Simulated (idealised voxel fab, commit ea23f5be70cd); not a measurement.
Process module in this document: voxel self aligned vias
Cross-section cut spans 285 nm and uses square cells 5 nm in size.
Cross-section, as written here: a square-cell grid given band by band from the top down, where a band holds one or more rows of cells. Top, bottom (nm), then materials left to right with widths (nm); lone material tagged "edge to edge" fills the whole band edge to edge; "air" = empty space. Note: height 0 marks the level under which the wafer is uniformly one material as received. Lowest band unbounded below, written "0..down". With a width like "30->40", each row of cells in the band differs from the next by the same amount, the top row carrying the first number and the bottom row the second. "remained unchanged" means the step left every cell of the cross-section as it was. What "Enclosed void listing" gives you is every empty space of 8 cells or more that is cut off from the top. Each appears as width x height at distance, with the distance taken from the left edge and width, height and distance all in nm. If you see something after the settings on a step's line, that's the simulator's own remark about that step. The line of a step may include "overlay nm". On a step with a mask, this value is how far to the right of its planned place the mask lay. A negative value means the mask lay to the left.

PLANNED STEP LIST FOR THE PROCESS
1 RECEIVE [material Si]
2 CONFORMAL_DEP [material SiO2] [thk nm 10]
3 CONFORMAL_DEP [material SiCN] [thk nm 5]
4 DIRECTIONAL_DEP [material lowk] [thk nm 25]
5 MASKED_ETCH [tone open] [mask id LINES] [width nm 20] [pitch nm 45] [etch materials lowk] [depth nm 25] [overlay nm 0]
6 CONFORMAL_DEP [material TiN] [thk nm 5]
7 FILL_DEP [material W] [thk nm 10]
8 CMP [height nm 40]
9 SELECTIVE_ETCH [etch materials W Ru TiN] [depth nm 5]
10 FILL_DEP [material SiN] [thk nm 5]
11 CMP [height nm 40]
12 DIRECTIONAL_DEP [material lowk] [thk nm 10]
13 DIRECTIONAL_DEP [material aC] [thk nm 10]
14 PATTERN [tone open] [mask id VIAS] [material resist] [width nm 30] [pitch nm 90] [thk nm 30] [overlay nm 0]
15 DIRECTIONAL_ETCH [etch materials aC] [depth nm 10]
16 STRIP [etch materials resist]
17 DIRECTIONAL_ETCH [etch materials lowk] [depth nm 20]
18 DIRECTIONAL_ETCH [etch materials SiN] [depth nm 5]
19 STRIP [etch materials aC]
20 CONFORMAL_DEP [material TiN] [thk nm 5]
21 FILL_DEP [material Ru] [thk nm 5]
22 CMP [height nm 60]
23 CONFORMAL_DEP [material SiCN] [thk nm 5]
Wafers differ in thk nm at step 12; plan lists the first wafer's value; identical starting state.

AS-RECEIVED STATE AFTER STEP 1, FIRST OF SEVERAL WAFERS, CROSS-SECTION
  0..down  Si edge to edge
  Enclosed void listing: none

END OF MODULE: CROSS-SECTION OF THE FIRST OF SEVERAL WAFERS AFTER STEP 23, THE LAST STEP
  65..60  SiCN edge to edge
  60..55  Ru edge to edge
  55..50  TiN: 85, Ru: 20, TiN: 70, Ru: 20, TiN: 90
  50..40  lowk: 80, TiN: 5, Ru: 20, TiN: 5, lowk: 60, TiN: 5, Ru: 20, TiN: 5, lowk: 85
  40..35  lowk: 80, TiN: 30, lowk: 20, SiN: 20, lowk: 20, TiN: 30, lowk: 85
  35..30  lowk: 80, TiN: 10, W: 10, TiN: 10, lowk: 20, TiN: 5, W: 10, TiN: 5, lowk: 20, TiN: 10, W: 10, TiN: 10, lowk: 85
  30..20  lowk: 85, TiN: 5, W: 10, TiN: 5, lowk: 25, TiN: 5, W: 10, TiN: 5, lowk: 25, TiN: 5, W: 10, TiN: 5, lowk: 90
  20..15  lowk: 85, TiN: 20, lowk: 25, TiN: 20, lowk: 25, TiN: 20, lowk: 90
  15..10  SiCN edge to edge
  10..0  SiO2 edge to edge
  0..down  Si edge to edge
  Enclosed void listing: none

THE FINAL WAFER, SECTIONED AT MODULE END
  65..60  SiCN edge to edge
  60..55  lowk: 80, TiN: 30, lowk: 60, TiN: 30, lowk: 85
  55..40  lowk edge to edge
  40..35  lowk: 85, SiN: 20, lowk: 25, SiN: 20, lowk: 25, SiN: 20, lowk: 90
  35..20  lowk: 85, TiN: 5, W: 10, TiN: 5, lowk: 25, TiN: 5, W: 10, TiN: 5, lowk: 25, TiN: 5, W: 10, TiN: 5, lowk: 90
  20..15  lowk: 85, TiN: 20, lowk: 25, TiN: 20, lowk: 25, TiN: 20, lowk: 90
  15..10  SiCN edge to edge
  10..0  SiO2 edge to edge
  0..down  Si edge to edge
  Enclosed void listing: none

GAINED (+) OR LOST (-) CELLS OF EACH MATERIAL SINCE RECEIPT, THEN CLOSED VOIDS: ONE ROW PER WAFER, AT THE END OF THE MODULE
thk nm 10; +81 Ru; +114 SiCN; +4 SiN; +114 SiO2; +103 TiN; +18 W; +307 lowk; Enclosed void listing: none
thk nm 15; +32 Ru; +114 SiCN; +4 SiN; +114 SiO2; +103 TiN; +18 W; +356 lowk; Enclosed void listing: none
thk nm 20; +28 Ru; +114 SiCN; +4 SiN; +114 SiO2; +58 TiN; +18 W; +405 lowk; Enclosed void listing: none
thk nm 25; +16 Ru; +114 SiCN; +12 SiN; +114 SiO2; +50 TiN; +18 W; +417 lowk; Enclosed void listing: none
thk nm 30; +8 Ru; +114 SiCN; +12 SiN; +114 SiO2; +46 TiN; +18 W; +429 lowk; Enclosed void listing: none
thk nm 35; +114 SiCN; +12 SiN; +114 SiO2; +42 TiN; +18 W; +441 lowk; Enclosed void listing: none
